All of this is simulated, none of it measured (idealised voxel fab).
Proc. module: voxel fin reveal
Cross-section cut spans 280 nm and uses square cells 5 nm in size.
A cross-section in this document is a grid of square cells, and it is written down as bands, the top band listed before the ones below it; a band is made up of one or more rows of cells.
For a band, the entry starts with two heights in nm, that of the top and then that of the bottom, and carries on with the band's materials in order from left to right, each alongside its width in nm; the word "everywhere" beside a single material means it fills the band edge to edge, and "empty" means empty space.
We count height from 0. Below that, the starting wafer is all one material. The lowest band never ends at the bottom but goes on down; see "from 0 down" for how that is written.
You'd read "30..40" like this: the band's top row of cells is as wide as the first number, its bottom row is as wide as the second, and going down, every row changes width by the same amount as the row before did.
"left unchanged" for a step: no cell of the cross-section changed in that step.
Reported under the label "Trapped voids" are the empty spaces having no open way to the top and comprising 8 cells or more; the notation for each is width x height at distance, in which the distance is measured from the left edge and all three values are in nm.
The remark found on a step's line after its settings is issued by the simulator itself and pertains to that step.
For masked steps, "overlay nm" on the step line gives how far right of plan the mask actually lay; a minus sign means it lay to the left.
**So here's the lineup of process steps we planned**
1. RECEIVE,material Si
2. CONFORMAL_DEP,material SiN,thk nm 5
3. DIRECTIONAL_DEP,material aC,thk nm 15
4. PATTERN,tone cover,mask id FINS,material resist,width nm 15,pitch nm 40,thk nm 30,overlay nm 0
5. DIRECTIONAL_ETCH,etch materials aC,depth nm 15
6. STRIP,etch materials resist
7. DIRECTIONAL_ETCH,etch materials SiN,depth nm 5
8. DIRECTIONAL_ETCH,etch materials Si,depth nm 40
9. STRIP,etch materials aC
10. FILL_DEP,material SiO2,thk nm 5
11. CMP,height nm 5
12. SELECTIVE_ETCH,etch materials SiO2,depth nm 35
13. STRIP,etch materials SiN
**Cross-section, incoming material, after step 1**
from 0 down = Si everywhere
Trapped voids: none
**As-planned run: cross-section of the first of two wafers at end of module**
from 0 to -30 = empty (70), then Si (15), then empty (25), then Si (15), then empty (25), then Si (15), then empty (25), then Si (15), then empty (75)
from -30 to -40 = SiO2 (70), then Si (15), then SiO2 (25), then Si (15), then SiO2 (25), then Si (15), then SiO2 (25), then Si (15), then SiO2 (75)
from -40 down = Si everywhere
Trapped voids: none
**Wafer two, end of module, cross-section. Same start, same plan as wafer one. One mistake in the run**
from 0 to -30 = empty (70), then Si (20), then empty (20), then Si (20), then empty (20), then Si (20), then empty (20), then Si (20), then empty (70)
from -30 to -40 = SiO2 (70), then Si (20), then SiO2 (20), then Si (20), then SiO2 (20), then Si (20), then SiO2 (20), then Si (20), then SiO2 (70)
from -40 down = Si everywhere
Trapped voids: none
Here's what went sideways: it should be noted that step 4 was executed with settings other than those planned, the operation and settings actually applied being PATTERN,tone cover,mask id FINS,material resist,width nm 20,pitch nm 40,thk nm 30,overlay nm 0
Final difference in cells, second wafer against first, listed per material as more or fewer: +32 Si; -8 SiO2
